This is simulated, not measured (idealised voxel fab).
Herein follows the process module entitled voxel capacitor over wiring.
For reference, the cross-section in this document is cut, with width 275 nm and square cells of 5 nm.
We lay out every cross-section as a grid of square cells and spell it out in bands from the top down, where one band means one or more rows of cells. For a band, the entry starts with two heights in nm, that of the top and then that of the bottom, and carries on with the band's materials in order from left to right, each alongside its width in nm; the word "all across" beside a single material means it fills the band edge to edge, and "empty" means empty space. The level at which height equals 0 is the one under which the wafer, as it arrives, is entirely one material. No lower edge exists for the bottom band, which continues downward and is notated as in "0 down". Width spec "30 to 40" -> top row of cells at first value, bottom row at second value, equal per-row change in between. Key: "no change" - step with no changed cell in the cross-section. "Voids lacking openings": sealed empty spaces, 8 cells or more, no open way to top, listed width x height at distance, with distance from the left edge and width, height and distance in nm. Text after the settings on a step's line: the simulator's own remark on that step. The setting "overlay nm" may be written on the line of a step. When the step uses a mask, the value reports how far to the right of the planned place the mask lay, and a negative value reports that it lay to the left.
List of planned process steps
1 RECEIVE, material Si
2 CONFORMAL_DEP, material SiO2, thk nm 15
3 DIRECTIONAL_DEP, material TiN, thk nm 5
4 DIRECTIONAL_DEP, material W, thk nm 20
5 MASKED_ETCH, tone cover, mask id METAL_1, width nm 30, pitch nm 95, etch materials W, depth nm 20, overlay nm 0
6 MASKED_ETCH, tone cover, mask id METAL_1, width nm 30, pitch nm 95, etch materials TiN, depth nm 5, overlay nm 0
7 CONFORMAL_DEP, material SiCN, thk nm 5
8 FILL_DEP, material lowk, thk nm 10
9 CMP, height nm 40
10 CONFORMAL_DEP, material SiCN, thk nm 5
11 DIRECTIONAL_DEP, material SiO2, thk nm 15
12 PATTERN, tone open, mask id PLUG_1, material resist, width nm 15, thk nm 20, overlay nm 0
13 DIRECTIONAL_ETCH, etch materials SiO2, depth nm 15
14 DIRECTIONAL_ETCH, etch materials SiCN, depth nm 5
15 STRIP, etch materials resist
16 CONFORMAL_DEP, material TiN, thk nm 5
17 FILL_DEP, material Cu, thk nm 5
18 CMP, height nm 60
19 DIRECTIONAL_DEP, material TiN, thk nm 5
20 DIRECTIONAL_DEP, material Al2O3, thk nm 5
21 DIRECTIONAL_DEP, material TiN, thk nm 10
22 DIRECTIONAL_DEP, material aC, thk nm 10
23 PATTERN, tone cover, mask id UPPER_PLATE, material resist, width nm 70, thk nm 30, overlay nm 0
24 DIRECTIONAL_ETCH, etch materials aC, depth nm 10
25 STRIP, etch materials resist
26 DIRECTIONAL_ETCH, etch materials TiN, depth nm 10
27 DIRECTIONAL_ETCH, etch materials Al2O3, depth nm 5
28 STRIP, etch materials aC
29 MASKED_ETCH, tone cover, mask id LOWER_PLATE, width nm 80, etch materials TiN, depth nm 5, overlay nm 0
30 FILL_DEP, material SiO2, thk nm 20
31 CMP, height nm 95
32 DIRECTIONAL_DEP, material aC, thk nm 10
33 PATTERN, tone open, mask id PLUG_2, material resist, width nm 15, thk nm 30, overlay nm 0
34 DIRECTIONAL_ETCH, etch materials aC, depth nm 10
35 STRIP, etch materials resist
36 DIRECTIONAL_ETCH, etch materials SiO2, depth nm 15
37 STRIP, etch materials aC
38 CONFORMAL_DEP, material TiN, thk nm 5
39 FILL_DEP, material Ru, thk nm 5
40 CMP, height nm 95
41 CONFORMAL_DEP, material SiCN, thk nm 5
Cross-section of the incoming wafer, state after step 1
  0 down | Si all across
  Voids lacking openings: none
First of two wafers: cross-section at end of module, run per plan
  100 to 95 | SiCN all across
  95 to 85 | SiO2: 100, TiN: 5, Ru: 5, TiN: 5, SiO2: 160
  85 to 80 | SiO2: 100, TiN: 15, SiO2: 160
  80 to 70 | SiO2: 90, TiN: 70, SiO2: 115
  70 to 65 | SiO2: 90, Al2O3: 70, SiO2: 115
  65 to 60 | SiO2: 85, TiN: 80, SiO2: 110
  60 to 45 | SiO2: 90, TiN: 5, Cu: 5, TiN: 5, SiO2: 170
  45 to 40 | SiCN: 90, TiN: 15, SiCN: 170
  40 to 20 | lowk: 70, SiCN: 5, W: 30, SiCN: 5, lowk: 55, SiCN: 5, W: 30, SiCN: 5, lowk: 70
  20 to 15 | SiCN: 75, TiN: 30, SiCN: 65, TiN: 30, SiCN: 75
  15 to 0 | SiO2 all across
  0 down | Si all across
  Voids lacking openings: none
Second wafer of the two, sectioned at the end of the module. It began like the first and followed the same plan, but one mistake was made while running it
  100 to 95 | SiCN all across
  95 to 85 | Ru: 95, TiN: 5, SiO2: 15, TiN: 5, Ru: 155
  85 to 80 | TiN: 100, SiO2: 15, TiN: 160
  80 to 70 | SiO2: 90, TiN: 70, SiO2: 115
  70 to 65 | SiO2: 90, Al2O3: 70, SiO2: 115
  65 to 60 | SiO2: 85, TiN: 80, SiO2: 110
  60 to 45 | SiO2: 90, TiN: 5, Cu: 5, TiN: 5, SiO2: 170
  45 to 40 | SiCN: 90, TiN: 15, SiCN: 170
  40 to 20 | lowk: 70, SiCN: 5, W: 30, SiCN: 5, lowk: 55, SiCN: 5, W: 30, SiCN: 5, lowk: 70
  20 to 15 | SiCN: 75, TiN: 30, SiCN: 65, TiN: 30, SiCN: 75
  15 to 0 | SiO2 all across
  0 down | Si all across
  Voids lacking openings: none
The mistake made against the process plan was this: contrary to plan, step 33 was performed as PATTERN, tone cover, mask id PLUG_2, material resist, width nm 15, thk nm 30, overlay nm 0
Upon completion, the second wafer contains, in terms of cells, a greater or smaller amount of certain materials than the first wafer: Ru +98, SiO2 -147, TiN +49
